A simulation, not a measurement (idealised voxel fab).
This is a process module. Its name is voxel ribs on slabs.
The width of the displayed cross-section, cut, is 140 nm; its cells are square, with a size of 5 nm.
A cross-section is a grid of square cells, given in bands from the top down. A band is one or more rows of cells.
This entry defines a band. It first specifies the height of the band's top and the height of its bottom in nm, and then specifies the band's materials from left to right, stating each material with its width in nm. The word "full width" identifies a single material that fills the band from edge to edge, while the word "blank" identifies empty space.
Heights are measured from 0, the level below which the as-received wafer is all one material; the lowest band has no bottom and continues downward, written as in "from 0 down".
The expression "30->40" gives the width at the extremes of the band, the first number at its top row of cells and the second at its bottom row, with the width changing by equal amounts from each row to the next in between.
"nothing was modified" (step): cross-section cells unchanged, all of them.
Empty spaces counting at least 8 cells and having no open way to the top are listed in "Closed empty spaces". The notation width x height at distance is used for each, the distance being from the left edge and all three values in nm.
Step line, after settings: the simulator's comment on this step.
overlay nm: how far to the right of its planned place the mask lay on this masked step (negative: to the left).
Set out below are the planned steps of the process:
1,RECEIVE with material Si
2,DIRECTIONAL_DEP with material SiO2, thk nm 30
3,DIRECTIONAL_DEP with material SiN, thk nm 20
4,DIRECTIONAL_DEP with material aC, thk nm 15
5,PATTERN with tone cover, mask id RIB, material resist, width nm 20, thk nm 35, overlay nm 0
6,DIRECTIONAL_ETCH with etch materials aC, depth nm 15
7,STRIP with etch materials resist
8,DIRECTIONAL_ETCH with etch materials SiN, depth nm 10
9,STRIP with etch materials aC
10,DIRECTIONAL_DEP with material aC, thk nm 15
11,PATTERN with tone cover, mask id SLAB, material resist, width nm 50, thk nm 35, overlay nm 0
12,DIRECTIONAL_ETCH with etch materials aC, depth nm 15
13,STRIP with etch materials resist
14,DIRECTIONAL_ETCH with etch materials SiN, depth nm 10
15,STRIP with etch materials aC
16,FILL_DEP with material SiO2, thk nm 25
17,CMP with height nm 65
18,DIRECTIONAL_DEP with material TiN, thk nm 5
19,DIRECTIONAL_DEP with material aC, thk nm 10
20,PATTERN with tone cover, mask id HEATER, material resist, width nm 30, thk nm 25, overlay nm 0
21,DIRECTIONAL_ETCH with etch materials aC, depth nm 10
22,STRIP with etch materials resist
23,DIRECTIONAL_ETCH with etch materials TiN, depth nm 5
24,STRIP with etch materials aC
25,CONFORMAL_DEP with material SiN, thk nm 10
Wafer, first of two, run as planned:
Received-state cross-section, reflecting completion of step 1:
    from 0 down | Si full width
    Closed empty spaces: none
Cross-section through the wafer, step 2 finished:
    from 30 to 0 | SiO2 full width
    Rest of section, below 0: as before.
Cross-section through the wafer, step 3 finished:
    from 50 to 30 | SiN full width
    Rest of section, below 30: as before.
Cross-section through the wafer, step 4 finished:
    from 65 to 50 | aC full width
    Rest of section, below 50: as before.
Cross-section through the wafer, step 5 finished:
    from 100 to 65 | 60 nm blank / 20 nm resist / 60 nm blank
    Rest of section, below 65: as before.
Cross-section through the wafer, step 6 finished:
    from 85 to 65 | 60 nm blank / 20 nm resist / 60 nm blank
    from 65 to 50 | 60 nm blank / 20 nm aC / 60 nm blank
    Rest of section, below 50: as before.
Cross-section through the wafer, step 7 finished:
    from 65 to 50 | 60 nm blank / 20 nm aC / 60 nm blank
    Rest of section, below 50: as before.
Cross-section through the wafer, step 8 finished:
    from 65 to 50 | 60 nm blank / 20 nm aC / 60 nm blank
    from 50 to 40 | 60 nm blank / 20 nm SiN / 60 nm blank
    Rest of section, below 40: as before.
Cross-section through the wafer, step 9 finished:
    from 50 to 40 | 60 nm blank / 20 nm SiN / 60 nm blank
    Rest of section, below 40: as before.
Cross-section through the wafer, step 10 finished:
    from 65 to 55 | 60 nm blank / 20 nm aC / 60 nm blank
    from 55 to 50 | aC full width
    from 50 to 40 | 60 nm aC / 20 nm SiN / 60 nm aC
    Rest of section, below 40: as before.
Cross-section through the wafer, step 11 finished:
    from 100 to 65 | 45 nm blank / 50 nm resist / 45 nm blank
    from 65 to 55 | 45 nm blank / 15 nm resist / 20 nm aC / 15 nm resist / 45 nm blank
    Rest of section, below 55: as before.
Cross-section through the wafer, step 12 finished:
    from 85 to 65 | 45 nm blank / 50 nm resist / 45 nm blank
    from 65 to 55 | 45 nm blank / 15 nm resist / 20 nm aC / 15 nm resist / 45 nm blank
    from 55 to 50 | 45 nm blank / 50 nm aC / 45 nm blank
    from 50 to 40 | 45 nm blank / 15 nm aC / 20 nm SiN / 15 nm aC / 45 nm blank
    Rest of section, below 40: as before.
Cross-section through the wafer, step 13 finished:
    from 65 to 55 | 60 nm blank / 20 nm aC / 60 nm blank
    Rest of section, below 55: as before.
Cross-section through the wafer, step 14 finished:
    from 65 to 55 | 60 nm blank / 20 nm aC / 60 nm blank
    from 55 to 50 | 45 nm blank / 50 nm aC / 45 nm blank
    from 50 to 40 | 45 nm blank / 15 nm aC / 20 nm SiN / 15 nm aC / 45 nm blank
    from 40 to 30 | 45 nm blank / 50 nm SiN / 45 nm blank
    Rest of section, below 30: as before.
Cross-section through the wafer, step 15 finished:
    from 50 to 40 | 60 nm blank / 20 nm SiN / 60 nm blank
    Rest of section, below 40: as before.
Cross-section through the wafer, step 16 finished:
    from 75 to 50 | SiO2 full width
    from 50 to 40 | 60 nm SiO2 / 20 nm SiN / 60 nm SiO2
    from 40 to 30 | 45 nm SiO2 / 50 nm SiN / 45 nm SiO2
    Rest of section, below 30: as before.
Cross-section through the wafer, step 17 finished:
    from 65 to 50 | SiO2 full width
    Rest of section, below 50: as before.
Cross-section through the wafer, step 18 finished:
    from 70 to 65 | TiN full width
    Rest of section, below 65: as before.
Cross-section through the wafer, step 19 finished:
    from 80 to 70 | aC full width
    Rest of section, below 70: as before.
Cross-section through the wafer, step 20 finished:
    from 105 to 80 | 55 nm blank / 30 nm resist / 55 nm blank
    Rest of section, below 80: as before.
Cross-section through the wafer, step 21 finished:
    from 95 to 80 | 55 nm blank / 30 nm resist / 55 nm blank
    from 80 to 70 | 55 nm blank / 30 nm aC / 55 nm blank
    Rest of section, below 70: as before.
Cross-section through the wafer, step 22 finished:
    from 80 to 70 | 55 nm blank / 30 nm aC / 55 nm blank
    Rest of section, below 70: as before.
Cross-section through the wafer, step 23 finished:
    from 80 to 70 | 55 nm blank / 30 nm aC / 55 nm blank
    from 70 to 65 | 55 nm blank / 30 nm TiN / 55 nm blank
    Rest of section, below 65: as before.
Cross-section through the wafer, step 24 finished:
    from 70 to 65 | 55 nm blank / 30 nm TiN / 55 nm blank
    Rest of section, below 65: as before.
Cross-section through the wafer, step 25 finished:
    from 80 to 75 | 45 nm blank / 50 nm SiN / 45 nm blank
    from 75 to 70 | SiN full width
    from 70 to 65 | 55 nm SiN / 30 nm TiN / 55 nm SiN
    Rest of section, below 65: as before.
Here the second wafer is described. Its start and its plan were those of the first wafer. Its run contained one mistake. Up to and including step 4, it did exactly what the first wafer did:
At the planned end of step 5, the second wafer in cross-section:
    from 100 to 65 | 50 nm blank / 20 nm resist / 70 nm blank
    Rest of section, below 65: as before.
At the planned end of step 6, the second wafer in cross-section:
    from 85 to 65 | 50 nm blank / 20 nm resist / 70 nm blank
    from 65 to 50 | 50 nm blank / 20 nm aC / 70 nm blank
    Rest of section, below 50: as before.
At the planned end of step 7, the second wafer in cross-section:
    from 65 to 50 | 50 nm blank / 20 nm aC / 70 nm blank
    Rest of section, below 50: as before.
At the planned end of step 8, the second wafer in cross-section:
    from 65 to 50 | 50 nm blank / 20 nm aC / 70 nm blank
    from 50 to 40 | 50 nm blank / 20 nm SiN / 70 nm blank
    Rest of section, below 40: as before.
At the planned end of step 9, the second wafer in cross-section:
    from 50 to 40 | 50 nm blank / 20 nm SiN / 70 nm blank
    Rest of section, below 40: as before.
At the planned end of step 10, the second wafer in cross-section:
    from 65 to 55 | 50 nm blank / 20 nm aC / 70 nm blank
    from 55 to 50 | aC full width
    from 50 to 40 | 50 nm aC / 20 nm SiN / 70 nm aC
    Rest of section, below 40: as before.
At the planned end of step 11, the second wafer in cross-section:
    from 100 to 65 | 45 nm blank / 50 nm resist / 45 nm blank
    from 65 to 55 | 45 nm blank / 5 nm resist / 20 nm aC / 25 nm resist / 45 nm blank
    Rest of section, below 55: as before.
At the planned end of step 12, the second wafer in cross-section:
    from 85 to 65 | 45 nm blank / 50 nm resist / 45 nm blank
    from 65 to 55 | 45 nm blank / 5 nm resist / 20 nm aC / 25 nm resist / 45 nm blank
    from 55 to 50 | 45 nm blank / 50 nm aC / 45 nm blank
    from 50 to 40 | 45 nm blank / 5 nm aC / 20 nm SiN / 25 nm aC / 45 nm blank
    Rest of section, below 40: as before.
At the planned end of step 13, the second wafer in cross-section:
    from 65 to 55 | 50 nm blank / 20 nm aC / 70 nm blank
    Rest of section, below 55: as before.
At the planned end of step 14, the second wafer in cross-section:
    from 65 to 55 | 50 nm blank / 20 nm aC / 70 nm blank
    from 55 to 50 | 45 nm blank / 50 nm aC / 45 nm blank
    from 50 to 40 | 45 nm blank / 5 nm aC / 20 nm SiN / 25 nm aC / 45 nm blank
    from 40 to 30 | 45 nm blank / 50 nm SiN / 45 nm blank
    Rest of section, below 30: as before.
At the planned end of step 15, the second wafer in cross-section:
    from 50 to 40 | 50 nm blank / 20 nm SiN / 70 nm blank
    Rest of section, below 40: as before.
At the planned end of step 16, the second wafer in cross-section:
    from 75 to 50 | SiO2 full width
    from 50 to 40 | 50 nm SiO2 / 20 nm SiN / 70 nm SiO2
    from 40 to 30 | 45 nm SiO2 / 50 nm SiN / 45 nm SiO2
    Rest of section, below 30: as before.
At the planned end of step 17, the second wafer in cross-section:
    from 65 to 50 | SiO2 full width
    Rest of section, below 50: as before.
At the planned end of step 18, the second wafer in cross-section:
    from 70 to 65 | TiN full width
    Rest of section, below 65: as before.
At the planned end of step 19, the second wafer in cross-section:
    from 80 to 70 | aC full width
    Rest of section, below 70: as before.
At the planned end of step 20, the second wafer in cross-section:
    from 105 to 80 | 55 nm blank / 30 nm resist / 55 nm blank
    Rest of section, below 80: as before.
At the planned end of step 21, the second wafer in cross-section:
    from 95 to 80 | 55 nm blank / 30 nm resist / 55 nm blank
    from 80 to 70 | 55 nm blank / 30 nm aC / 55 nm blank
    Rest of section, below 70: as before.
At the planned end of step 22, the second wafer in cross-section:
    from 80 to 70 | 55 nm blank / 30 nm aC / 55 nm blank
    Rest of section, below 70: as before.
At the planned end of step 23, the second wafer in cross-section:
    from 80 to 70 | 55 nm blank / 30 nm aC / 55 nm blank
    from 70 to 65 | 55 nm blank / 30 nm TiN / 55 nm blank
    Rest of section, below 65: as before.
At the planned end of step 24, the second wafer in cross-section:
    from 70 to 65 | 55 nm blank / 30 nm TiN / 55 nm blank
    Rest of section, below 65: as before.
At the planned end of step 25, the second wafer in cross-section:
    from 80 to 75 | 45 nm blank / 50 nm SiN / 45 nm blank
    from 75 to 70 | SiN full width
    from 70 to 65 | 55 nm SiN / 30 nm TiN / 55 nm SiN
    Rest of section, below 65: as before.
Plan not followed: step 5 went in with a setting other than planned; the actual run was PATTERN with tone cover, mask id RIB, material resist, width nm 20, thk nm 35, overlay nm -10
At the close, every material occupies the same number of cells on the second wafer as on the first, only in different positions.
